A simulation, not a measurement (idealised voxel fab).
Herein follows the process module entitled voxel lift off.
For reference, the cross-section in this document is cut, with width 175 nm and square cells of 5 nm.
A cross-section in this document is a grid of square cells, and it is written down as bands, the top band listed before the ones below it; a band is made up of one or more rows of cells. The band entry comprises the height of the band's top followed by the height of its bottom, expressed in nm, and subsequently the band's materials from left to right, each stated together with its width in nm. Where a single material is marked with the word "edge to edge", that material fills the band from edge to edge. The word "empty" represents empty space. Heights are expressed relative to 0, this being the level below which the as-received wafer comprises one material exclusively. The lowest band is unbounded in the downward direction and is denoted as in "0 down". Width "30->40": first value at the band's top row of cells, second value at its bottom row, equal change from row to row. You'll sometimes find "nothing changed" written for a step, and that's the way of saying that nowhere in the cross-section did a cell change during that step. Enclosed void list: empty space of 8 cells or more with no open way to the top, each as width x height at its distance from the left edge, in nm. It should be noted that, on the line of a given step, the content following the step's settings is a remark produced by the simulator itself with respect to that step. overlay nm: step with mask; distance mask lay right of planned place; negative value = left of planned place.

### Listed below are the process steps as planned
1) RECEIVE with material Si
2) CONFORMAL_DEP with material SiN, thk nm 10
3) PATTERN with tone open, mask id LINES, material resist, width nm 15, pitch nm 45, thk nm 20, overlay nm 0
4) DIRECTIONAL_DEP with material Ru, thk nm 10
5) STRIP with etch materials resist
6) CONFORMAL_DEP with material SiN, thk nm 5

### Wafer at receipt (post step 1), cross-section
    0 down = Si edge to edge
    Enclosed void list: none

### Looking at the first of two wafers in cross-section at end of module - ran to plan
    25 to 20 = empty 30, then SiN 25, then empty 20, then SiN 25, then empty 20, then SiN 25, then empty 30
    20 to 15 = empty 30, then SiN 5, then Ru 15, then SiN 5, then empty 20, then SiN 5, then Ru 15, then SiN 5, then empty 20, then SiN 5, then Ru 15, then SiN 5, then empty 30
    15 to 10 = SiN 35, then Ru 15, then SiN 30, then Ru 15, then SiN 30, then Ru 15, then SiN 35
    10 to 0 = SiN edge to edge
    0 down = Si edge to edge
    Enclosed void list: none

### Cross-section, second wafer: same start as the first, same plan as the first, one mistake in running it; taken at the end of the module
    25 to 20 = SiN 40, then empty 5, then SiN 40, then empty 5, then SiN 40, then empty 5, then SiN 40
    20 to 15 = Ru 35, then SiN 5, then empty 5, then SiN 5, then Ru 30, then SiN 5, then empty 5, then SiN 5, then Ru 30, then SiN 5, then empty 5, then SiN 5, then Ru 35
    15 to 10 = Ru 35, then SiN 15, then Ru 30, then SiN 15, then Ru 30, then SiN 15, then Ru 35
    10 to 0 = SiN edge to edge
    0 down = Si edge to edge
    Enclosed void list: none
What went wrong in running the wafer? step 3 did not happen as planned, as run it was PATTERN with tone cover, mask id LINES, material resist, width nm 15, pitch nm 45, thk nm 20, overlay nm 0
Final difference in cells, second wafer against first, listed per material as more or fewer: +34 Ru
